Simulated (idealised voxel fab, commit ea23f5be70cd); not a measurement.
The process module presented herein is designated voxel wiring stack.
Cross-sectional view cut (width: 190 nm; square cell size: 5 nm).
Notation: cross-section as square-cell grid; stated in bands, top first, going down; one or more cell rows per band.
Heads up on the band format: heights come first, top then bottom, in nm. After that it's the materials left to right, each with its width in nm. A single material flagged "throughout" fills the whole band edge to edge, and "empty" means there's empty space there.
Height reference: 0 = level under which incoming wafer is all one material. Lowest band: no bottom, runs on downward, e.g. "0..down".
The width entry "30->40" should be interpreted row by row: the top row of cells in the band takes the first number, the bottom row takes the second number, and the change between adjacent rows is uniform throughout.
Step marked "nothing altered"? Then no cell in the cross-section changed in it.
"Closed void inventory": empty spaces of 8 cells or more with no open way to the top, each given as width x height at distance, distance from the left edge, all in nm.
Note: text after step settings on the step line = simulator remark on that step.
overlay nm: for a step with a mask, the amount by which the mask lay right of where it was planned; a negative amount means left of it.
THIS SECTION LISTS THE PROCESS STEPS THAT WERE PLANNED
1. RECEIVE [material Si]
2. CONFORMAL_DEP [material SiO2] [thk nm 10]
3. DIRECTIONAL_DEP [material TiN] [thk nm 5]
4. DIRECTIONAL_DEP [material Ru] [thk nm 25]
5. PATTERN [tone cover] [mask id METAL_1] [material resist] [width nm 25] [pitch nm 40] [thk nm 15] [overlay nm 0]
6. DIRECTIONAL_ETCH [etch materials Ru] [depth nm 25]
7. DIRECTIONAL_ETCH [etch materials TiN] [depth nm 5]
8. STRIP [etch materials resist]
9. CONFORMAL_DEP [material SiCN] [thk nm 5]
10. FILL_DEP [material SiO2] [thk nm 10]
11. CMP [height nm 40]
12. CONFORMAL_DEP [material SiCN] [thk nm 5]
13. DIRECTIONAL_DEP [material SiO2] [thk nm 10]
14. MASKED_ETCH [tone open] [mask id PLUG_1] [width nm 15] [pitch nm 40] [etch materials SiO2] [depth nm 10] [overlay nm 0]
15. MASKED_ETCH [tone open] [mask id PLUG_1] [width nm 15] [pitch nm 40] [etch materials SiCN] [depth nm 5] [overlay nm 0]
16. CONFORMAL_DEP [material TiN] [thk nm 5]
17. FILL_DEP [material W] [thk nm 10]
18. CMP [height nm 55]
19. CONFORMAL_DEP [material SiN] [thk nm 5]
20. DIRECTIONAL_DEP [material SiO2] [thk nm 20]
21. DIRECTIONAL_DEP [material aC] [thk nm 15]
22. PATTERN [tone open] [mask id METAL_2] [material resist] [width nm 25] [pitch nm 40] [thk nm 30] [overlay nm 0]
23. DIRECTIONAL_ETCH [etch materials aC] [depth nm 15]
24. STRIP [etch materials resist]
25. DIRECTIONAL_ETCH [etch materials SiO2] [depth nm 20]
26. DIRECTIONAL_ETCH [etch materials SiN] [depth nm 5]
27. STRIP [etch materials aC]
28. CONFORMAL_DEP [material TiN] [thk nm 5]
29. FILL_DEP [material Cu] [thk nm 10]
30. CMP [height nm 80]
31. EPI [material Ru] [thk nm 5]
32. FILL_DEP [material SiCN] [thk nm 5]
AS-RECEIVED WAFER CROSS-SECTION (AFTER STEP 1)
	0..down = Si throughout
	Closed void inventory: none
FIRST WAFER OF TWO, SECTIONED AT END OF MODULE; RUN WENT PER PLAN
	90..85 = SiCN throughout
	85..80 = 35 SiCN, then 35 Ru, then 5 SiCN, then 35 Ru, then 5 SiCN, then 35 Ru, then 40 SiCN
	80..60 = 40 SiO2, then 5 TiN, then 15 Cu, then 5 TiN, then 15 SiO2, then 5 TiN, then 15 Cu, then 5 TiN, then 15 SiO2, then 5 TiN, then 15 Cu, then 5 TiN, then 45 SiO2
	60..55 = 40 SiN, then 25 TiN, then 15 SiN, then 25 TiN, then 15 SiN, then 25 TiN, then 45 SiN
	55..45 = 40 SiO2, then 5 TiN, then 5 W, then 5 TiN, then 25 SiO2, then 5 TiN, then 5 W, then 5 TiN, then 25 SiO2, then 5 TiN, then 5 W, then 5 TiN, then 55 SiO2
	45..40 = 40 SiCN, then 15 TiN, then 25 SiCN, then 15 TiN, then 25 SiCN, then 15 TiN, then 55 SiCN
	40..15 = 35 SiO2, then 5 SiCN, then 25 Ru, then 5 SiCN, then 5 SiO2, then 5 SiCN, then 25 Ru, then 5 SiCN, then 5 SiO2, then 5 SiCN, then 25 Ru, then 5 SiCN, then 40 SiO2
	15..10 = 40 SiCN, then 25 TiN, then 15 SiCN, then 25 TiN, then 15 SiCN, then 25 TiN, then 45 SiCN
	10..0 = SiO2 throughout
	0..down = Si throughout
	Closed void inventory: none
CROSS-SECTION, WAFER TWO OF TWO, END OF MODULE: SAME START AND PLAN AS WAFER ONE, ONE ERROR IN EXECUTION
	100..85 = SiCN throughout
	85..80 = 35 SiCN, then 35 Ru, then 5 SiCN, then 35 Ru, then 5 SiCN, then 35 Ru, then 40 SiCN
	80..60 = 40 SiO2, then 5 TiN, then 15 Cu, then 5 TiN, then 15 SiO2, then 5 TiN, then 15 Cu, then 5 TiN, then 15 SiO2, then 5 TiN, then 15 Cu, then 5 TiN, then 45 SiO2
	60..55 = 40 SiN, then 25 TiN, then 15 SiN, then 25 TiN, then 15 SiN, then 25 TiN, then 45 SiN
	55..45 = 40 SiO2, then 5 TiN, then 5 W, then 5 TiN, then 25 SiO2, then 5 TiN, then 5 W, then 5 TiN, then 25 SiO2, then 5 TiN, then 5 W, then 5 TiN, then 55 SiO2
	45..40 = 40 SiCN, then 15 TiN, then 25 SiCN, then 15 TiN, then 25 SiCN, then 15 TiN, then 55 SiCN
	40..15 = 35 SiO2, then 5 SiCN, then 25 Ru, then 5 SiCN, then 5 SiO2, then 5 SiCN, then 25 Ru, then 5 SiCN, then 5 SiO2, then 5 SiCN, then 25 Ru, then 5 SiCN, then 40 SiO2
	15..10 = 40 SiCN, then 25 TiN, then 15 SiCN, then 25 TiN, then 15 SiCN, then 25 TiN, then 45 SiCN
	10..0 = SiO2 throughout
	0..down = Si throughout
	Closed void inventory: none
Nonconformance to the process plan: step 32 went in with a setting other than planned; the actual run was FILL_DEP [material SiCN] [thk nm 15]
Materials where the second wafer ends with more or fewer cells than the first: +76 SiCN
